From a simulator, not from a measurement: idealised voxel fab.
Module name: voxel gate over fins (process module)
Cross-sectional view cut (width: 190 nm; square cell size: 5 nm).
A cross-section is written here as square cells arranged in a grid, and it is given in bands from the top down, each band taking up one or more rows of cells. Band: top and bottom heights (nm) first, top before bottom; then materials from left to right, widths in nm. "all across" marks a sole material filling the band edge to edge. "air" denotes empty space. Counting heights begins at 0, where everything beneath is, in the wafer as received, one material. The lowest band has no bottom; it goes on downwards, as "0 and below" shows. The expression "30..40" gives the width at the extremes of the band, the first number at its top row of cells and the second at its bottom row, with the width changing by equal amounts from each row to the next in between. When a step is marked "nothing got changed", none of the cells in the cross-section changed during that step. Basically, "Fully closed voids" tells you about the enclosed voids: empty spaces with no open way to the top, 8 cells or bigger, each written width x height at distance, where distance is from the left edge, all in nm. The remark found on a step's line after its settings is issued by the simulator itself and pertains to that step. overlay nm: step with mask; distance mask lay right of planned place; negative value = left of planned place.

## The steps planned for the process are as follows
1: RECEIVE [material Si]
2: CONFORMAL_DEP [material SiN] [thk nm 10]
3: MASKED_ETCH [tone cover] [mask id FINS] [width nm 15] [pitch nm 50] [etch materials SiN] [depth nm 10] [overlay nm 0]
4: MASKED_ETCH [tone cover] [mask id FINS] [width nm 15] [pitch nm 50] [etch materials Si] [depth nm 35] [overlay nm 0]
5: OXIDIZE [depth nm 5]
6: FILL_DEP [material SiO2] [thk nm 15]
7: CMP [height nm 10]
8: PATTERN [tone open] [mask id RAIL] [material resist] [width nm 15] [thk nm 15] [overlay nm 0]
9: DIRECTIONAL_ETCH [etch materials SiO2] [depth nm 40]
10: STRIP [etch materials resist]
11: CONFORMAL_DEP [material TiN] [thk nm 5]
12: FILL_DEP [material Ru] [thk nm 10]
13: CMP [height nm 10]
14: SELECTIVE_ETCH [etch materials W Ru TiN] [depth nm 30]
15: FILL_DEP [material SiO2] [thk nm 5]
16: CMP [height nm 10]
17: SELECTIVE_ETCH [etch materials SiO2] [depth nm 25]
18: STRIP [etch materials SiN]
19: CONFORMAL_DEP [material HfO2] [thk nm 5]
20: CONFORMAL_DEP [material TiN] [thk nm 5]
21: CONFORMAL_DEP [material TiAl] [thk nm 5]
22: CONFORMAL_DEP [material TiN] [thk nm 5]
23: FILL_DEP [material W] [thk nm 10]
24: CMP [height nm 25]
25: CONFORMAL_DEP [material SiN] [thk nm 5]

## First of two wafers: run as planned

## Cross-section: wafer on arrival = after step 1
> 0 and below = Si all across
> Fully closed voids: none

## Step 2 complete: cross-section through the wafer
> 10 down to 0 = SiN all across
> Below a height of 0, the structure has not been altered.

## Step 3 complete: cross-section through the wafer
> 10 down to 0 = air 60 nm; SiN 15 nm; air 35 nm; SiN 15 nm; air 65 nm
> Below a height of 0, the structure has not been altered.

## Step 4 complete: cross-section through the wafer
> 10 down to 0 = air 60 nm; SiN 15 nm; air 35 nm; SiN 15 nm; air 65 nm
> 0 down to -35 = air 60 nm; Si 15 nm; air 35 nm; Si 15 nm; air 65 nm
> Below a height of -35, the structure has not been altered.

## Step 5 complete: cross-section through the wafer
> 10 down to 0 = air 60 nm; SiN 15 nm; air 35 nm; SiN 15 nm; air 65 nm
> 0 down to -35 = air 60 nm; SiO2 5 nm; Si 5 nm; SiO2 5 nm; air 35 nm; SiO2 5 nm; Si 5 nm; SiO2 5 nm; air 65 nm
> -35 down to -40 = SiO2 65 nm; Si 5 nm; SiO2 45 nm; Si 5 nm; SiO2 70 nm
> Below a height of -40, the structure has not been altered.

## Step 6 complete: cross-section through the wafer
> 25 down to 10 = SiO2 all across
> 10 down to 0 = SiO2 60 nm; SiN 15 nm; SiO2 35 nm; SiN 15 nm; SiO2 65 nm
> 0 down to -40 = SiO2 65 nm; Si 5 nm; SiO2 45 nm; Si 5 nm; SiO2 70 nm
> Below a height of -40, the structure has not been altered.

## Step 7 complete: cross-section through the wafer
> 10 down to 0 = SiO2 60 nm; SiN 15 nm; SiO2 35 nm; SiN 15 nm; SiO2 65 nm
> Below a height of 0, the structure has not been altered.

## Step 8 complete: cross-section through the wafer
> 25 down to 10 = resist 85 nm; air 15 nm; resist 90 nm
> Below a height of 10, the structure has not been altered.

## Step 9 complete: cross-section through the wafer
> 25 down to 10 = resist 85 nm; air 15 nm; resist 90 nm
> 10 down to 0 = SiO2 60 nm; SiN 15 nm; SiO2 10 nm; air 15 nm; SiO2 10 nm; SiN 15 nm; SiO2 65 nm
> 0 down to -30 = SiO2 65 nm; Si 5 nm; SiO2 15 nm; air 15 nm; SiO2 15 nm; Si 5 nm; SiO2 70 nm
> Below a height of -30, the structure has not been altered.

## Step 10 complete: cross-section through the wafer
> 10 down to 0 = SiO2 60 nm; SiN 15 nm; SiO2 10 nm; air 15 nm; SiO2 10 nm; SiN 15 nm; SiO2 65 nm
> Below a height of 0, the structure has not been altered.

## Step 11 complete: cross-section through the wafer
> 15 down to 10 = TiN 90 nm; air 5 nm; TiN 95 nm
> 10 down to 0 = SiO2 60 nm; SiN 15 nm; SiO2 10 nm; TiN 5 nm; air 5 nm; TiN 5 nm; SiO2 10 nm; SiN 15 nm; SiO2 65 nm
> 0 down to -25 = SiO2 65 nm; Si 5 nm; SiO2 15 nm; TiN 5 nm; air 5 nm; TiN 5 nm; SiO2 15 nm; Si 5 nm; SiO2 70 nm
> -25 down to -30 = SiO2 65 nm; Si 5 nm; SiO2 15 nm; TiN 15 nm; SiO2 15 nm; Si 5 nm; SiO2 70 nm
> Below a height of -30, the structure has not been altered.

## Step 12 complete: cross-section through the wafer
> 25 down to 15 = Ru all across
> 15 down to 10 = TiN 90 nm; Ru 5 nm; TiN 95 nm
> 10 down to 0 = SiO2 60 nm; SiN 15 nm; SiO2 10 nm; TiN 5 nm; Ru 5 nm; TiN 5 nm; SiO2 10 nm; SiN 15 nm; SiO2 65 nm
> 0 down to -25 = SiO2 65 nm; Si 5 nm; SiO2 15 nm; TiN 5 nm; Ru 5 nm; TiN 5 nm; SiO2 15 nm; Si 5 nm; SiO2 70 nm
> Below a height of -25, the structure has not been altered.

## Step 13 complete: cross-section through the wafer
> 10 down to 0 = SiO2 60 nm; SiN 15 nm; SiO2 10 nm; TiN 5 nm; Ru 5 nm; TiN 5 nm; SiO2 10 nm; SiN 15 nm; SiO2 65 nm
> Below a height of 0, the structure has not been altered.

## Step 14 complete: cross-section through the wafer
> 10 down to 0 = SiO2 60 nm; SiN 15 nm; SiO2 10 nm; air 15 nm; SiO2 10 nm; SiN 15 nm; SiO2 65 nm
> 0 down to -20 = SiO2 65 nm; Si 5 nm; SiO2 15 nm; air 15 nm; SiO2 15 nm; Si 5 nm; SiO2 70 nm
> Below a height of -20, the structure has not been altered.

## Step 15 complete: cross-section through the wafer
> 15 down to 10 = SiO2 all across
> 10 down to 0 = SiO2 60 nm; SiN 15 nm; SiO2 35 nm; SiN 15 nm; SiO2 65 nm
> 0 down to -20 = SiO2 65 nm; Si 5 nm; SiO2 45 nm; Si 5 nm; SiO2 70 nm
> Below a height of -20, the structure has not been altered.

## Step 16 complete: cross-section through the wafer
> 10 down to 0 = SiO2 60 nm; SiN 15 nm; SiO2 35 nm; SiN 15 nm; SiO2 65 nm
> Below a height of 0, the structure has not been altered.

## Step 17 complete: cross-section through the wafer
> 10 down to 0 = air 60 nm; SiN 15 nm; air 35 nm; SiN 15 nm; air 65 nm
> 0 down to -15 = air 65 nm; Si 5 nm; air 45 nm; Si 5 nm; air 70 nm
> Below a height of -15, the structure has not been altered.

## Step 18 complete: cross-section through the wafer
> 0 down to -15 = air 65 nm; Si 5 nm; air 45 nm; Si 5 nm; air 70 nm
> Below a height of -15, the structure has not been altered.

## Step 19 complete: cross-section through the wafer
> 5 down to 0 = air 60 nm; HfO2 15 nm; air 35 nm; HfO2 15 nm; air 65 nm
> 0 down to -10 = air 60 nm; HfO2 5 nm; Si 5 nm; HfO2 5 nm; air 35 nm; HfO2 5 nm; Si 5 nm; HfO2 5 nm; air 65 nm
> -10 down to -15 = HfO2 65 nm; Si 5 nm; HfO2 45 nm; Si 5 nm; HfO2 70 nm
> Below a height of -15, the structure has not been altered.

## Step 20 complete: cross-section through the wafer
> 10 down to 5 = air 55 nm; TiN 25 nm; air 25 nm; TiN 25 nm; air 60 nm
> 5 down to 0 = air 55 nm; TiN 5 nm; HfO2 15 nm; TiN 5 nm; air 25 nm; TiN 5 nm; HfO2 15 nm; TiN 5 nm; air 60 nm
> 0 down to -5 = air 55 nm; TiN 5 nm; HfO2 5 nm; Si 5 nm; HfO2 5 nm; TiN 5 nm; air 25 nm; TiN 5 nm; HfO2 5 nm; Si 5 nm; HfO2 5 nm; TiN 5 nm; air 60 nm
> -5 down to -10 = TiN 60 nm; HfO2 5 nm; Si 5 nm; HfO2 5 nm; TiN 35 nm; HfO2 5 nm; Si 5 nm; HfO2 5 nm; TiN 65 nm
> Below a height of -10, the structure has not been altered.

## Step 21 complete: cross-section through the wafer
> 15 down to 10 = air 50 nm; TiAl 35 nm; air 15 nm; TiAl 35 nm; air 55 nm
> 10 down to 5 = air 50 nm; TiAl 5 nm; TiN 25 nm; TiAl 5 nm; air 15 nm; TiAl 5 nm; TiN 25 nm; TiAl 5 nm; air 55 nm
> 5 down to 0 = air 50 nm; TiAl 5 nm; TiN 5 nm; HfO2 15 nm; TiN 5 nm; TiAl 5 nm; air 15 nm; TiAl 5 nm; TiN 5 nm; HfO2 15 nm; TiN 5 nm; TiAl 5 nm; air 55 nm
> 0 down to -5 = TiAl 55 nm; TiN 5 nm; HfO2 5 nm; Si 5 nm; HfO2 5 nm; TiN 5 nm; TiAl 25 nm; TiN 5 nm; HfO2 5 nm; Si 5 nm; HfO2 5 nm; TiN 5 nm; TiAl 60 nm
> Below a height of -5, the structure has not been altered.

## Step 22 complete: cross-section through the wafer
> 20 down to 15 = air 45 nm; TiN 45 nm; air 5 nm; TiN 45 nm; air 50 nm
> 15 down to 10 = air 45 nm; TiN 5 nm; TiAl 35 nm; TiN 5 nm; air 5 nm; TiN 5 nm; TiAl 35 nm; TiN 5 nm; air 50 nm
> 10 down to 5 = air 45 nm; TiN 5 nm; TiAl 5 nm; TiN 25 nm; TiAl 5 nm; TiN 5 nm; air 5 nm; TiN 5 nm; TiAl 5 nm; TiN 25 nm; TiAl 5 nm; TiN 5 nm; air 50 nm
> 5 down to 0 = TiN 50 nm; TiAl 5 nm; TiN 5 nm; HfO2 15 nm; TiN 5 nm; TiAl 5 nm; TiN 15 nm; TiAl 5 nm; TiN 5 nm; HfO2 15 nm; TiN 5 nm; TiAl 5 nm; TiN 55 nm
> Below a height of 0, the structure has not been altered.

## Step 23 complete: cross-section through the wafer
> 30 down to 20 = W all across
> 20 down to 15 = W 45 nm; TiN 45 nm; W 5 nm; TiN 45 nm; W 50 nm
> 15 down to 10 = W 45 nm; TiN 5 nm; TiAl 35 nm; TiN 5 nm; W 5 nm; TiN 5 nm; TiAl 35 nm; TiN 5 nm; W 50 nm
> 10 down to 5 = W 45 nm; TiN 5 nm; TiAl 5 nm; TiN 25 nm; TiAl 5 nm; TiN 5 nm; W 5 nm; TiN 5 nm; TiAl 5 nm; TiN 25 nm; TiAl 5 nm; TiN 5 nm; W 50 nm
> Below a height of 5, the structure has not been altered.

## Step 24 complete: cross-section through the wafer
> 25 down to 20 = W all across
> Below a height of 20, the structure has not been altered.

## Step 25 complete: cross-section through the wafer
> 30 down to 25 = SiN all across
> Below a height of 25, the structure has not been altered.

## second wafer: like start, like plan, one mistake. Through step 7 it matches the first wafer

## Cross-section, second wafer, at the end time the plan gives for step 8
> 25 down to 10 = resist 80 nm; air 25 nm; resist 85 nm
> Below a height of 10, the structure has not been altered.

## Cross-section, second wafer, at the end time the plan gives for step 9
> 25 down to 10 = resist 80 nm; air 25 nm; resist 85 nm
> 10 down to 0 = SiO2 60 nm; SiN 15 nm; SiO2 5 nm; air 25 nm; SiO2 5 nm; SiN 15 nm; SiO2 65 nm
> 0 down to -30 = SiO2 65 nm; Si 5 nm; SiO2 10 nm; air 25 nm; SiO2 10 nm; Si 5 nm; SiO2 70 nm
> Below a height of -30, the structure has not been altered.

## Cross-section, second wafer, at the end time the plan gives for step 10
> 10 down to 0 = SiO2 60 nm; SiN 15 nm; SiO2 5 nm; air 25 nm; SiO2 5 nm; SiN 15 nm; SiO2 65 nm
> Below a height of 0, the structure has not been altered.

## Cross-section, second wafer, at the end time the plan gives for step 11
> 15 down to 10 = TiN 85 nm; air 15 nm; TiN 90 nm
> 10 down to 0 = SiO2 60 nm; SiN 15 nm; SiO2 5 nm; TiN 5 nm; air 15 nm; TiN 5 nm; SiO2 5 nm; SiN 15 nm; SiO2 65 nm
> 0 down to -25 = SiO2 65 nm; Si 5 nm; SiO2 10 nm; TiN 5 nm; air 15 nm; TiN 5 nm; SiO2 10 nm; Si 5 nm; SiO2 70 nm
> -25 down to -30 = SiO2 65 nm; Si 5 nm; SiO2 10 nm; TiN 25 nm; SiO2 10 nm; Si 5 nm; SiO2 70 nm
> Below a height of -30, the structure has not been altered.

## Cross-section, second wafer, at the end time the plan gives for step 12
> 25 down to 15 = Ru all across
> 15 down to 10 = TiN 85 nm; Ru 15 nm; TiN 90 nm
> 10 down to 0 = SiO2 60 nm; SiN 15 nm; SiO2 5 nm; TiN 5 nm; Ru 15 nm; TiN 5 nm; SiO2 5 nm; SiN 15 nm; SiO2 65 nm
> 0 down to -25 = SiO2 65 nm; Si 5 nm; SiO2 10 nm; TiN 5 nm; Ru 15 nm; TiN 5 nm; SiO2 10 nm; Si 5 nm; SiO2 70 nm
> Below a height of -25, the structure has not been altered.

## Cross-section, second wafer, at the end time the plan gives for step 13
> 10 down to 0 = SiO2 60 nm; SiN 15 nm; SiO2 5 nm; TiN 5 nm; Ru 15 nm; TiN 5 nm; SiO2 5 nm; SiN 15 nm; SiO2 65 nm
> Below a height of 0, the structure has not been altered.

## Cross-section, second wafer, at the end time the plan gives for step 14
> 10 down to 0 = SiO2 60 nm; SiN 15 nm; SiO2 5 nm; air 25 nm; SiO2 5 nm; SiN 15 nm; SiO2 65 nm
> 0 down to -20 = SiO2 65 nm; Si 5 nm; SiO2 10 nm; air 25 nm; SiO2 10 nm; Si 5 nm; SiO2 70 nm
> Below a height of -20, the structure has not been altered.

## Cross-section, second wafer, at the end time the plan gives for step 15
> 15 down to 10 = SiO2 all across
> 10 down to 0 = SiO2 60 nm; SiN 15 nm; SiO2 35 nm; SiN 15 nm; SiO2 65 nm
> 0 down to -20 = SiO2 65 nm; Si 5 nm; SiO2 45 nm; Si 5 nm; SiO2 70 nm
> Below a height of -20, the structure has not been altered.

## Cross-section, second wafer, at the end time the plan gives for step 16
> 10 down to 0 = SiO2 60 nm; SiN 15 nm; SiO2 35 nm; SiN 15 nm; SiO2 65 nm
> Below a height of 0, the structure has not been altered.

## Cross-section, second wafer, at the end time the plan gives for step 17
> 10 down to 0 = air 60 nm; SiN 15 nm; air 35 nm; SiN 15 nm; air 65 nm
> 0 down to -15 = air 65 nm; Si 5 nm; air 45 nm; Si 5 nm; air 70 nm
> Below a height of -15, the structure has not been altered.

## Cross-section, second wafer, at the end time the plan gives for step 18
> 0 down to -15 = air 65 nm; Si 5 nm; air 45 nm; Si 5 nm; air 70 nm
> Below a height of -15, the structure has not been altered.

## Cross-section, second wafer, at the end time the plan gives for step 19
> 5 down to 0 = air 60 nm; HfO2 15 nm; air 35 nm; HfO2 15 nm; air 65 nm
> 0 down to -10 = air 60 nm; HfO2 5 nm; Si 5 nm; HfO2 5 nm; air 35 nm; HfO2 5 nm; Si 5 nm; HfO2 5 nm; air 65 nm
> -10 down to -15 = HfO2 65 nm; Si 5 nm; HfO2 45 nm; Si 5 nm; HfO2 70 nm
> Below a height of -15, the structure has not been altered.

## Cross-section, second wafer, at the end time the plan gives for step 20
> 10 down to 5 = air 55 nm; TiN 25 nm; air 25 nm; TiN 25 nm; air 60 nm
> 5 down to 0 = air 55 nm; TiN 5 nm; HfO2 15 nm; TiN 5 nm; air 25 nm; TiN 5 nm; HfO2 15 nm; TiN 5 nm; air 60 nm
> 0 down to -5 = air 55 nm; TiN 5 nm; HfO2 5 nm; Si 5 nm; HfO2 5 nm; TiN 5 nm; air 25 nm; TiN 5 nm; HfO2 5 nm; Si 5 nm; HfO2 5 nm; TiN 5 nm; air 60 nm
> -5 down to -10 = TiN 60 nm; HfO2 5 nm; Si 5 nm; HfO2 5 nm; TiN 35 nm; HfO2 5 nm; Si 5 nm; HfO2 5 nm; TiN 65 nm
> Below a height of -10, the structure has not been altered.

## Cross-section, second wafer, at the end time the plan gives for step 21
> 15 down to 10 = air 50 nm; TiAl 35 nm; air 15 nm; TiAl 35 nm; air 55 nm
> 10 down to 5 = air 50 nm; TiAl 5 nm; TiN 25 nm; TiAl 5 nm; air 15 nm; TiAl 5 nm; TiN 25 nm; TiAl 5 nm; air 55 nm
> 5 down to 0 = air 50 nm; TiAl 5 nm; TiN 5 nm; HfO2 15 nm; TiN 5 nm; TiAl 5 nm; air 15 nm; TiAl 5 nm; TiN 5 nm; HfO2 15 nm; TiN 5 nm; TiAl 5 nm; air 55 nm
> 0 down to -5 = TiAl 55 nm; TiN 5 nm; HfO2 5 nm; Si 5 nm; HfO2 5 nm; TiN 5 nm; TiAl 25 nm; TiN 5 nm; HfO2 5 nm; Si 5 nm; HfO2 5 nm; TiN 5 nm; TiAl 60 nm
> Below a height of -5, the structure has not been altered.

## Cross-section, second wafer, at the end time the plan gives for step 22
> 20 down to 15 = air 45 nm; TiN 45 nm; air 5 nm; TiN 45 nm; air 50 nm
> 15 down to 10 = air 45 nm; TiN 5 nm; TiAl 35 nm; TiN 5 nm; air 5 nm; TiN 5 nm; TiAl 35 nm; TiN 5 nm; air 50 nm
> 10 down to 5 = air 45 nm; TiN 5 nm; TiAl 5 nm; TiN 25 nm; TiAl 5 nm; TiN 5 nm; air 5 nm; TiN 5 nm; TiAl 5 nm; TiN 25 nm; TiAl 5 nm; TiN 5 nm; air 50 nm
> 5 down to 0 = TiN 50 nm; TiAl 5 nm; TiN 5 nm; HfO2 15 nm; TiN 5 nm; TiAl 5 nm; TiN 15 nm; TiAl 5 nm; TiN 5 nm; HfO2 15 nm; TiN 5 nm; TiAl 5 nm; TiN 55 nm
> Below a height of 0, the structure has not been altered.

## Cross-section, second wafer, at the end time the plan gives for step 23
> 30 down to 20 = W all across
> 20 down to 15 = W 45 nm; TiN 45 nm; W 5 nm; TiN 45 nm; W 50 nm
> 15 down to 10 = W 45 nm; TiN 5 nm; TiAl 35 nm; TiN 5 nm; W 5 nm; TiN 5 nm; TiAl 35 nm; TiN 5 nm; W 50 nm
> 10 down to 5 = W 45 nm; TiN 5 nm; TiAl 5 nm; TiN 25 nm; TiAl 5 nm; TiN 5 nm; W 5 nm; TiN 5 nm; TiAl 5 nm; TiN 25 nm; TiAl 5 nm; TiN 5 nm; W 50 nm
> Below a height of 5, the structure has not been altered.

## Cross-section, second wafer, at the end time the plan gives for step 24
> 25 down to 20 = W all across
> Below a height of 20, the structure has not been altered.

## Cross-section, second wafer, at the end time the plan gives for step 25
> 30 down to 25 = SiN all across
> Below a height of 25, the structure has not been altered.
Diagnosis: note that step 8 departed from the planned setting and was carried out as PATTERN [tone open] [mask id RAIL] [material resist] [width nm 25] [thk nm 15] [overlay nm 0]
Final wafer comparison in cells, second versus first, more or fewer per material: 2 more of Ru | 4 fewer of SiO2 | 2 more of TiN
